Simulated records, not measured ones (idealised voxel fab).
The following is a process module called voxel wiring stack.
In the cross-section labelled cut, the width is 175 nm and each square cell is 5 nm.
In this document a cross-section is written as a grid of square cells. It is given as a series of bands, listed from the top down, and a band is one or more rows of cells.
Heads up on the band format: heights come first, top then bottom, in nm. After that it's the materials left to right, each with its width in nm. A single material flagged "all across" fills the whole band edge to edge, and "blank" means there's empty space there.
It should be noted that heights are counted from 0, beneath which the wafer as supplied is of one material throughout, and that the lowest band possesses no lower boundary but continues downward, as written in "top 0, no bottom".
The expression "30..40" gives the width at the extremes of the band, the first number at its top row of cells and the second at its bottom row, with the width changing by equal amounts from each row to the next in between.
The designation "identical to before", where it is given for a processing step, indicates that no cell of the cross-section was altered in the course of that step.
"Closed void entries" enumerates empty spaces isolated from the top, with no open way to it, that contain at least 8 cells, giving each as width x height at distance from the left edge, all three in nm.
after a step's settings: what the simulator itself notes on the step
Regarding "overlay nm": on a step with a mask, it is the distance the mask lay to the right of its planned place; a negative value places it to the left.
## The planned process steps are enumerated hereunder
step 1: RECEIVE, material Si
step 2: CONFORMAL_DEP, material SiO2, thk nm 15
step 3: DIRECTIONAL_DEP, material TiN, thk nm 5
step 4: DIRECTIONAL_DEP, material W, thk nm 15
step 5: DIRECTIONAL_DEP, material aC, thk nm 10
step 6: PATTERN, tone cover, mask id METAL_1, material resist, width nm 25, pitch nm 55, thk nm 25, overlay nm 0
step 7: DIRECTIONAL_ETCH, etch materials aC, depth nm 10
step 8: STRIP, etch materials resist
step 9: DIRECTIONAL_ETCH, etch materials W, depth nm 15
step 10: DIRECTIONAL_ETCH, etch materials TiN, depth nm 5
step 11: STRIP, etch materials aC
step 12: CONFORMAL_DEP, material SiCN, thk nm 5
step 13: FILL_DEP, material SiO2, thk nm 5
step 14: CMP, height nm 35
step 15: CONFORMAL_DEP, material SiCN, thk nm 5
step 16: DIRECTIONAL_DEP, material lowk, thk nm 30
step 17: MASKED_ETCH, tone open, mask id METAL_2_HOLES, width nm 15, etch materials lowk, depth nm 30, overlay nm 0
step 18: MASKED_ETCH, tone open, mask id METAL_2, width nm 25, pitch nm 55, etch materials lowk, depth nm 20, overlay nm 0
step 19: MASKED_ETCH, tone open, mask id METAL_2, width nm 25, pitch nm 55, etch materials SiCN, depth nm 5, overlay nm 0
step 20: CONFORMAL_DEP, material TiN, thk nm 5
step 21: FILL_DEP, material Cu, thk nm 10
step 22: CMP, height nm 70
step 23: CONFORMAL_DEP, material SiN, thk nm 5
## Cross-section of the wafer at receipt, which is the condition after step 1
* top 0, no bottom = Si all across
* Closed void entries: none
## Final cross-section, module run with one mistake (start and plan as above)
* top 75, bottom 70 = SiN all across
* top 70, bottom 55 = lowk=45, TiN=5, Cu=15, TiN=5, lowk=30, TiN=5, Cu=15, TiN=5, lowk=50
* top 55, bottom 50 = lowk=45, TiN=5, Cu=5, TiN=15, lowk=30, TiN=25, lowk=50
* top 50, bottom 40 = lowk=45, TiN=5, Cu=5, TiN=5, lowk=115
* top 40, bottom 35 = SiCN=45, TiN=15, SiCN=115
* top 35, bottom 30 = SiCN=45, TiN=25, SiCN=30, TiN=25, SiCN=50
* top 30, bottom 0 = SiO2 all across
* top 0, no bottom = Si all across
* Closed void entries: none
Against the plan, the run slipped here: step 2 of the plan was performed twice
